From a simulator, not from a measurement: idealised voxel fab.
process module | voxel double patterning
cross-section cut | 295 nm wide | cells 5 nm
A cross-section is a grid of square cells, given in bands from the top down. A band is one or more rows of cells.
Each band's line starts with the height of the band's top and of its bottom, in nm. Then come its materials from left to right, each with its width in nm. One material with "throughout" fills the band from edge to edge. "air" is empty space.
Height 0 is the level under which the wafer as received is all one material. The lowest band goes on downwards, as in "0 down".
A width such as "30 to 40" changes by the same amount from each row of cells to the next, from the band's top row to its bottom row.
"no change" after a step means that no cell of the cross-section changed.
closed voids: empty space of 8 cells or more with no open way to the top, each as width x height at its distance from the left edge, in nm
after a step's settings: what the simulator itself notes on the step
overlay nm, on a step with a mask: how far to the right of its planned place the mask lay; to the left if negative
plan
1 op RECEIVE | material Si
2 op CONFORMAL_DEP | material SiO2 | thk nm 5
3 op DIRECTIONAL_DEP | material W | thk nm 20
4 op DIRECTIONAL_DEP | material SiN | thk nm 10
5 op MASKED_ETCH | tone open | mask id FIRST | width nm 15 | pitch nm 50 | etch materials SiN | depth nm 10 | overlay nm 0
6 op DIRECTIONAL_DEP | material aC | thk nm 10
7 op PATTERN | tone open | mask id SECOND | material resist | width nm 15 | pitch nm 50 | thk nm 30 | overlay nm 0
8 op DIRECTIONAL_ETCH | etch materials aC | depth nm 10
9 op STRIP | etch materials resist
10 op DIRECTIONAL_ETCH | etch materials SiN | depth nm 10
11 op STRIP | etch materials aC
12 op DIRECTIONAL_ETCH | etch materials W | depth nm 20
13 op STRIP | etch materials SiN
as received, after step 1
  0 down: Si throughout
  closed voids: none
a wafer at the end: this start, this plan, one mistake
  35 to 15: W 90 | air 15 | W 10 | air 15 | W 10 | air 15 | W 10 | air 15 | W 10 | air 15 | W 90
  15 to 5: W throughout
  5 to 0: SiO2 throughout
  0 down: Si throughout
  closed voids: none
what went wrong: step 3 ran as: op DIRECTIONAL_DEP | material W | thk nm 30
